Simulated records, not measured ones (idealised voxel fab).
Title: Process Module voxel wiring stack
Section cut is 200 nm wide and gridded with 5 nm square cells.
In what follows, cross-sections appear as grids of square cells, described through bands that run from the top down, where every band is one or more rows of cells.
Band entry format. Leading values: height of top, height of bottom, nm. Remainder: materials in left-to-right order, each with its width in nm. Special words: "all across" on a single material, which then fills the band edge to edge; "blank", empty space.
All heights in this document are referenced to 0, defined as the level beneath which the wafer, as received, consists entirely of one material. The lowest band is not bounded below; it extends indefinitely downward and is written in the form "0 nm and below".
When a width is written as two numbers, as in "30 to 40", the first number is the width in the top row of cells of the band and the second is the width in its bottom row, and the width changes by the same amount from each row to the next.
Step marked "no modification"? Then no cell in the cross-section changed in it.
"Voids lacking openings": sealed empty spaces, 8 cells or more, no open way to top, listed width x height at distance, with distance from the left edge and width, height and distance in nm.
That trailing text on a step's line, after the settings, is the simulator's own remark on the step.
"overlay nm" denotes, for a step that has a mask, the displacement of the mask to the right of its planned place, with negative values corresponding to the left.
Here's what the planned process steps look like:
1. RECEIVE [material Si]
2. CONFORMAL_DEP [material SiO2] [thk nm 10]
3. DIRECTIONAL_DEP [material TiN] [thk nm 5]
4. DIRECTIONAL_DEP [material W] [thk nm 15]
5. DIRECTIONAL_DEP [material aC] [thk nm 10]
6. PATTERN [tone cover] [mask id METAL_1] [material resist] [width nm 30] [pitch nm 60] [thk nm 25] [overlay nm 0]
7. DIRECTIONAL_ETCH [etch materials aC] [depth nm 10]
8. STRIP [etch materials resist]
9. DIRECTIONAL_ETCH [etch materials W] [depth nm 15]
10. DIRECTIONAL_ETCH [etch materials TiN] [depth nm 5]
11. STRIP [etch materials aC]
12. FILL_DEP [material lowk] [thk nm 10]
13. CMP [height nm 20]
14. CONFORMAL_DEP [material SiCN] [thk nm 5]
15. DIRECTIONAL_DEP [material SiO2] [thk nm 30]
16. MASKED_ETCH [tone open] [mask id METAL_2_HOLES] [width nm 15] [pitch nm 120] [etch materials SiO2] [depth nm 30] [overlay nm 0]
17. MASKED_ETCH [tone open] [mask id METAL_2] [width nm 30] [pitch nm 60] [etch materials SiO2] [depth nm 15] [overlay nm 0]
18. MASKED_ETCH [tone open] [mask id METAL_2] [width nm 30] [pitch nm 60] [etch materials SiCN] [depth nm 5] [overlay nm 0]
19. CONFORMAL_DEP [material TiN] [thk nm 5]
20. FILL_DEP [material Ru] [thk nm 5]
21. CMP [height nm 65]
22. CONFORMAL_DEP [material SiCN] [thk nm 5]
23. DIRECTIONAL_DEP [material SiO2] [thk nm 15]
24. MASKED_ETCH [tone open] [mask id PLUG_2] [width nm 15] [pitch nm 60] [etch materials SiO2] [depth nm 15] [overlay nm 0]
25. MASKED_ETCH [tone open] [mask id PLUG_2] [width nm 15] [pitch nm 60] [etch materials SiCN] [depth nm 5] [overlay nm 0]
26. EPI [material Ru] [thk nm 10]
27. EPI [material Ru] [thk nm 10]
28. CONFORMAL_DEP [material SiN] [thk nm 5]
29. DIRECTIONAL_DEP [material SiO2] [thk nm 25]
30. PATTERN [tone open] [mask id METAL_3] [material resist] [width nm 30] [pitch nm 60] [thk nm 20] [overlay nm 0]
31. DIRECTIONAL_ETCH [etch materials SiO2] [depth nm 25]
32. DIRECTIONAL_ETCH [etch materials SiN] [depth nm 5]
33. STRIP [etch materials resist]
34. CONFORMAL_DEP [material TiN] [thk nm 5]
35. FILL_DEP [material Ru] [thk nm 5]
36. CMP [height nm 115]
37. CONFORMAL_DEP [material SiN] [thk nm 5]
The plan's step 13 height nm is the first wafer's value; the wafers differ in this setting and start identical.
As-received state after step 1, first of several wafers, cross-section:
* 0 nm and below: Si all across
* Voids lacking openings: none
Every row in this table is a wafer at the end of the module, and it gives, for each of the materials, the cells that wafer has gained (+) or lost (-) since it was received, then its closed voids:
height nm 20, +180 Ru, +65 SiCN, +62 SiN, +451 SiO2, +140 TiN, +18 W, +44 lowk, Voids lacking openings: none
height nm 25, +140 Ru, +65 SiCN, +62 SiN, +451 SiO2, +140 TiN, +36 W, +66 lowk, Voids lacking openings: none
height nm 30, +128 Ru, +65 SiCN, +62 SiN, +451 SiO2, +112 TiN, +54 W, +88 lowk, Voids lacking openings: none
height nm 35, +116 Ru, +65 SiCN, +62 SiN, +429 SiO2, +106 TiN, +54 W, +128 lowk, Voids lacking openings: none
height nm 40, +104 Ru, +65 SiCN, +62 SiN, +407 SiO2, +100 TiN, +54 W, +168 lowk, Voids lacking openings: none
